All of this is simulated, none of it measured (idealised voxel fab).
process module | voxel capacitor over wiring
cross-section cut | 240 nm wide | cells 5 nm
A cross-section is a grid of square cells, given in bands from the top down. A band is one or more rows of cells.
Each band's line starts with the height of the band's top and of its bottom, in nm. Then come its materials from left to right, each with its width in nm. One material with "throughout" fills the band from edge to edge. "air" is empty space.
Height 0 is the level under which the wafer as received is all one material. The lowest band goes on downwards, as in "0 down".
A width such as "30 to 40" changes by the same amount from each row of cells to the next, from the band's top row to its bottom row.
"no change" after a step means that no cell of the cross-section changed.
closed voids: empty space of 8 cells or more with no open way to the top, each as width x height at its distance from the left edge, in nm
after a step's settings: what the simulator itself notes on the step
overlay nm, on a step with a mask: how far to the right of its planned place the mask lay; to the left if negative
plan
1 op RECEIVE | material Si
2 op CONFORMAL_DEP | material SiO2 | thk nm 10
3 op CONFORMAL_DEP | material SiCN | thk nm 5
4 op DIRECTIONAL_DEP | material lowk | thk nm 20
5 op DIRECTIONAL_DEP | material aC | thk nm 10
6 op PATTERN | tone open | mask id METAL_1 | material resist | width nm 30 | pitch nm 80 | thk nm 30 | overlay nm 0
7 op DIRECTIONAL_ETCH | etch materials aC | depth nm 10
8 op STRIP | etch materials resist
9 op DIRECTIONAL_ETCH | etch materials lowk | depth nm 20
10 op DIRECTIONAL_ETCH | etch materials SiCN | depth nm 5
11 op STRIP | etch materials aC
12 op CONFORMAL_DEP | material TiN | thk nm 5
13 op FILL_DEP | material Cu | thk nm 5
14 op CMP | height nm 35
15 op EPI | material Ru | thk nm 5
16 op FILL_DEP | material SiCN | thk nm 5
17 op DIRECTIONAL_DEP | material SiO2 | thk nm 20
18 op DIRECTIONAL_DEP | material aC | thk nm 15
19 op PATTERN | tone open | mask id PLUG_1 | material resist | width nm 15 | thk nm 35 | overlay nm 0
20 op DIRECTIONAL_ETCH | etch materials aC | depth nm 15
21 op STRIP | etch materials resist
22 op DIRECTIONAL_ETCH | etch materials SiO2 | depth nm 20
23 op DIRECTIONAL_ETCH | etch materials SiCN | depth nm 5
24 op STRIP | etch materials aC
25 op EPI | material Ru | thk nm 10
26 op EPI | material Ru | thk nm 10
27 op EPI | material Ru | thk nm 5
28 op DIRECTIONAL_DEP | material TiN | thk nm 5
29 op DIRECTIONAL_DEP | material SiN | thk nm 5
30 op DIRECTIONAL_DEP | material TiN | thk nm 10
31 op DIRECTIONAL_DEP | material aC | thk nm 15
32 op PATTERN | tone cover | mask id UPPER_PLATE | material resist | width nm 55 | thk nm 35 | overlay nm 0
33 op DIRECTIONAL_ETCH | etch materials aC | depth nm 15
34 op STRIP | etch materials resist
35 op DIRECTIONAL_ETCH | etch materials TiN | depth nm 10
36 op DIRECTIONAL_ETCH | etch materials SiN | depth nm 5
37 op STRIP | etch materials aC
38 op MASKED_ETCH | tone cover | mask id LOWER_PLATE | width nm 65 | etch materials TiN | depth nm 5 | overlay nm 0
39 op FILL_DEP | material SiO2 | thk nm 15
40 op CMP | height nm 95
41 op MASKED_ETCH | tone open | mask id PLUG_2 | width nm 15 | etch materials SiO2 | depth nm 10 | overlay nm 0
42 op CONFORMAL_DEP | material TiN | thk nm 5
43 op FILL_DEP | material Ru | thk nm 5
44 op CMP | height nm 95
45 op CONFORMAL_DEP | material SiN | thk nm 5
first wafer, as planned
as received, after step 1
  0 down: Si throughout
  closed voids: none
after step 2
  10 to 0: SiO2 throughout
  below 0: unchanged
after step 3
  15 to 10: SiCN throughout
  below 10: unchanged
after step 4
  35 to 15: lowk throughout
  below 15: unchanged
after step 5
  45 to 35: aC throughout
  below 35: unchanged
after step 6
  75 to 45: resist 65 | air 30 | resist 50 | air 30 | resist 65
  below 45: unchanged
after step 7
  65 to 45: resist 65 | air 30 | resist 50 | air 30 | resist 65
  45 to 35: aC 65 | air 30 | aC 50 | air 30 | aC 65
  below 35: unchanged
after step 8
  45 to 35: aC 65 | air 30 | aC 50 | air 30 | aC 65
  below 35: unchanged
after step 9
  45 to 35: aC 65 | air 30 | aC 50 | air 30 | aC 65
  35 to 15: lowk 65 | air 30 | lowk 50 | air 30 | lowk 65
  below 15: unchanged
after step 10
  45 to 35: aC 65 | air 30 | aC 50 | air 30 | aC 65
  35 to 15: lowk 65 | air 30 | lowk 50 | air 30 | lowk 65
  15 to 10: SiCN 65 | air 30 | SiCN 50 | air 30 | SiCN 65
  below 10: unchanged
after step 11
  35 to 15: lowk 65 | air 30 | lowk 50 | air 30 | lowk 65
  below 15: unchanged
after step 12
  40 to 35: TiN 70 | air 20 | TiN 60 | air 20 | TiN 70
  35 to 15: lowk 65 | TiN 5 | air 20 | TiN 5 | lowk 50 | TiN 5 | air 20 | TiN 5 | lowk 65
  15 to 10: SiCN 65 | TiN 30 | SiCN 50 | TiN 30 | SiCN 65
  below 10: unchanged
after step 13
  45 to 40: Cu throughout
  40 to 35: TiN 70 | Cu 20 | TiN 60 | Cu 20 | TiN 70
  35 to 15: lowk 65 | TiN 5 | Cu 20 | TiN 5 | lowk 50 | TiN 5 | Cu 20 | TiN 5 | lowk 65
  below 15: unchanged
after step 14
  35 to 15: lowk 65 | TiN 5 | Cu 20 | TiN 5 | lowk 50 | TiN 5 | Cu 20 | TiN 5 | lowk 65
  below 15: unchanged
after step 15
  40 to 35: air 60 | Ru 40 | air 40 | Ru 40 | air 60
  below 35: unchanged
after step 16
  45 to 40: SiCN throughout
  40 to 35: SiCN 60 | Ru 40 | SiCN 40 | Ru 40 | SiCN 60
  below 35: unchanged
after step 17
  65 to 45: SiO2 throughout
  below 45: unchanged
after step 18
  80 to 65: aC throughout
  below 65: unchanged
after step 19
  115 to 80: resist 80 | air 15 | resist 145
  below 80: unchanged
after step 20
  100 to 80: resist 80 | air 15 | resist 145
  80 to 65: aC 80 | air 15 | aC 145
  below 65: unchanged
after step 21
  80 to 65: aC 80 | air 15 | aC 145
  below 65: unchanged
after step 22
  80 to 65: aC 80 | air 15 | aC 145
  65 to 45: SiO2 80 | air 15 | SiO2 145
  below 45: unchanged
after step 23
  80 to 65: aC 80 | air 15 | aC 145
  65 to 45: SiO2 80 | air 15 | SiO2 145
  45 to 40: SiCN 80 | air 15 | SiCN 145
  below 40: unchanged
after step 24
  65 to 45: SiO2 80 | air 15 | SiO2 145
  below 45: unchanged
after step 25
  65 to 50: SiO2 80 | air 15 | SiO2 145
  50 to 45: SiO2 80 | Ru 15 | SiO2 145
  45 to 40: SiCN 80 | Ru 15 | SiCN 145
  below 40: unchanged
after step 26
  65 to 60: SiO2 80 | air 15 | SiO2 145
  60 to 45: SiO2 80 | Ru 15 | SiO2 145
  below 45: unchanged
after step 27
  65 to 45: SiO2 80 | Ru 15 | SiO2 145
  below 45: unchanged
after step 28
  70 to 65: TiN throughout
  below 65: unchanged
after step 29
  75 to 70: SiN throughout
  below 70: unchanged
after step 30
  85 to 75: TiN throughout
  below 75: unchanged
after step 31
  100 to 85: aC throughout
  below 85: unchanged
after step 32
  135 to 100: air 80 | resist 55 | air 105
  below 100: unchanged
after step 33
  120 to 100: air 80 | resist 55 | air 105
  100 to 85: air 80 | aC 55 | air 105
  below 85: unchanged
after step 34
  100 to 85: air 80 | aC 55 | air 105
  below 85: unchanged
after step 35
  100 to 85: air 80 | aC 55 | air 105
  85 to 75: air 80 | TiN 55 | air 105
  below 75: unchanged
after step 36
  100 to 85: air 80 | aC 55 | air 105
  85 to 75: air 80 | TiN 55 | air 105
  75 to 70: air 80 | SiN 55 | air 105
  below 70: unchanged
after step 37
  85 to 75: air 80 | TiN 55 | air 105
  below 75: unchanged
after step 38
  85 to 75: air 80 | TiN 55 | air 105
  75 to 70: air 80 | SiN 55 | air 105
  70 to 65: air 75 | TiN 65 | air 100
  below 65: unchanged
after step 39
  100 to 85: SiO2 throughout
  85 to 75: SiO2 80 | TiN 55 | SiO2 105
  75 to 70: SiO2 80 | SiN 55 | SiO2 105
  70 to 65: SiO2 75 | TiN 65 | SiO2 100
  below 65: unchanged
after step 40
  95 to 85: SiO2 throughout
  below 85: unchanged
after step 41
  95 to 85: SiO2 90 | air 15 | SiO2 135
  below 85: unchanged
after step 42
  100 to 95: TiN 95 | air 5 | TiN 140
  95 to 90: SiO2 90 | TiN 5 | air 5 | TiN 5 | SiO2 135
  90 to 85: SiO2 90 | TiN 15 | SiO2 135
  below 85: unchanged
after step 43
  105 to 100: Ru throughout
  100 to 95: TiN 95 | Ru 5 | TiN 140
  95 to 90: SiO2 90 | TiN 5 | Ru 5 | TiN 5 | SiO2 135
  below 90: unchanged
after step 44
  95 to 90: SiO2 90 | TiN 5 | Ru 5 | TiN 5 | SiO2 135
  below 90: unchanged
after step 45
  100 to 95: SiN throughout
  below 95: unchanged
second wafer: like start, like plan, one mistake. Through step 2 it matches the first wafer
when step 3 should have ended
  30 to 10: lowk throughout
  below 10: unchanged
when step 4 should have ended
  35 to 30: SiCN throughout
  below 30: unchanged
when step 5 should have ended
  45 to 35: aC throughout
  below 35: unchanged
when step 6 should have ended
  75 to 45: resist 65 | air 30 | resist 50 | air 30 | resist 65
  below 45: unchanged
when step 7 should have ended
  65 to 45: resist 65 | air 30 | resist 50 | air 30 | resist 65
  45 to 35: aC 65 | air 30 | aC 50 | air 30 | aC 65
  below 35: unchanged
when step 8 should have ended
  45 to 35: aC 65 | air 30 | aC 50 | air 30 | aC 65
  below 35: unchanged
when step 9 should have ended: no change
when step 10 should have ended
  45 to 35: aC 65 | air 30 | aC 50 | air 30 | aC 65
  35 to 30: SiCN 65 | air 30 | SiCN 50 | air 30 | SiCN 65
  below 30: unchanged
when step 11 should have ended
  35 to 30: SiCN 65 | air 30 | SiCN 50 | air 30 | SiCN 65
  below 30: unchanged
when step 12 should have ended
  40 to 35: TiN 70 | air 20 | TiN 60 | air 20 | TiN 70
  35 to 30: SiCN 65 | TiN 30 | SiCN 50 | TiN 30 | SiCN 65
  below 30: unchanged
when step 13 should have ended
  45 to 40: Cu throughout
  40 to 35: TiN 70 | Cu 20 | TiN 60 | Cu 20 | TiN 70
  below 35: unchanged
when step 14 should have ended
  35 to 30: SiCN 65 | TiN 30 | SiCN 50 | TiN 30 | SiCN 65
  below 30: unchanged
when step 15 should have ended
  40 to 35: air 60 | Ru 40 | air 40 | Ru 40 | air 60
  below 35: unchanged
when step 16 should have ended
  45 to 40: SiCN throughout
  40 to 35: SiCN 60 | Ru 40 | SiCN 40 | Ru 40 | SiCN 60
  below 35: unchanged
when step 17 should have ended
  65 to 45: SiO2 throughout
  below 45: unchanged
when step 18 should have ended
  80 to 65: aC throughout
  below 65: unchanged
when step 19 should have ended
  115 to 80: resist 80 | air 15 | resist 145
  below 80: unchanged
when step 20 should have ended
  100 to 80: resist 80 | air 15 | resist 145
  80 to 65: aC 80 | air 15 | aC 145
  below 65: unchanged
when step 21 should have ended
  80 to 65: aC 80 | air 15 | aC 145
  below 65: unchanged
when step 22 should have ended
  80 to 65: aC 80 | air 15 | aC 145
  65 to 45: SiO2 80 | air 15 | SiO2 145
  below 45: unchanged
when step 23 should have ended
  80 to 65: aC 80 | air 15 | aC 145
  65 to 45: SiO2 80 | air 15 | SiO2 145
  45 to 40: SiCN 80 | air 15 | SiCN 145
  below 40: unchanged
when step 24 should have ended
  65 to 45: SiO2 80 | air 15 | SiO2 145
  below 45: unchanged
when step 25 should have ended
  65 to 50: SiO2 80 | air 15 | SiO2 145
  50 to 45: SiO2 80 | Ru 15 | SiO2 145
  45 to 40: SiCN 80 | Ru 15 | SiCN 145
  below 40: unchanged
when step 26 should have ended
  65 to 60: SiO2 80 | air 15 | SiO2 145
  60 to 45: SiO2 80 | Ru 15 | SiO2 145
  below 45: unchanged
when step 27 should have ended
  65 to 45: SiO2 80 | Ru 15 | SiO2 145
  below 45: unchanged
when step 28 should have ended
  70 to 65: TiN throughout
  below 65: unchanged
when step 29 should have ended
  75 to 70: SiN throughout
  below 70: unchanged
when step 30 should have ended
  85 to 75: TiN throughout
  below 75: unchanged
when step 31 should have ended
  100 to 85: aC throughout
  below 85: unchanged
when step 32 should have ended
  135 to 100: air 80 | resist 55 | air 105
  below 100: unchanged
when step 33 should have ended
  120 to 100: air 80 | resist 55 | air 105
  100 to 85: air 80 | aC 55 | air 105
  below 85: unchanged
when step 34 should have ended
  100 to 85: air 80 | aC 55 | air 105
  below 85: unchanged
when step 35 should have ended
  100 to 85: air 80 | aC 55 | air 105
  85 to 75: air 80 | TiN 55 | air 105
  below 75: unchanged
when step 36 should have ended
  100 to 85: air 80 | aC 55 | air 105
  85 to 75: air 80 | TiN 55 | air 105
  75 to 70: air 80 | SiN 55 | air 105
  below 70: unchanged
when step 37 should have ended
  85 to 75: air 80 | TiN 55 | air 105
  below 75: unchanged
when step 38 should have ended
  85 to 75: air 80 | TiN 55 | air 105
  75 to 70: air 80 | SiN 55 | air 105
  70 to 65: air 75 | TiN 65 | air 100
  below 65: unchanged
when step 39 should have ended
  100 to 85: SiO2 throughout
  85 to 75: SiO2 80 | TiN 55 | SiO2 105
  75 to 70: SiO2 80 | SiN 55 | SiO2 105
  70 to 65: SiO2 75 | TiN 65 | SiO2 100
  below 65: unchanged
when step 40 should have ended
  95 to 85: SiO2 throughout
  below 85: unchanged
when step 41 should have ended
  95 to 85: SiO2 90 | air 15 | SiO2 135
  below 85: unchanged
when step 42 should have ended
  100 to 95: TiN 95 | air 5 | TiN 140
  95 to 90: SiO2 90 | TiN 5 | air 5 | TiN 5 | SiO2 135
  90 to 85: SiO2 90 | TiN 15 | SiO2 135
  below 85: unchanged
when step 43 should have ended
  105 to 100: Ru throughout
  100 to 95: TiN 95 | Ru 5 | TiN 140
  95 to 90: SiO2 90 | TiN 5 | Ru 5 | TiN 5 | SiO2 135
  below 90: unchanged
when step 44 should have ended
  95 to 90: SiO2 90 | TiN 5 | Ru 5 | TiN 5 | SiO2 135
  below 90: unchanged
when step 45 should have ended
  100 to 95: SiN throughout
  below 95: unchanged
what went wrong: steps 3 and 4 were swapped
at the end the second wafer has, in cells: 32 fewer of Cu | 16 fewer of TiN | 48 more of lowk
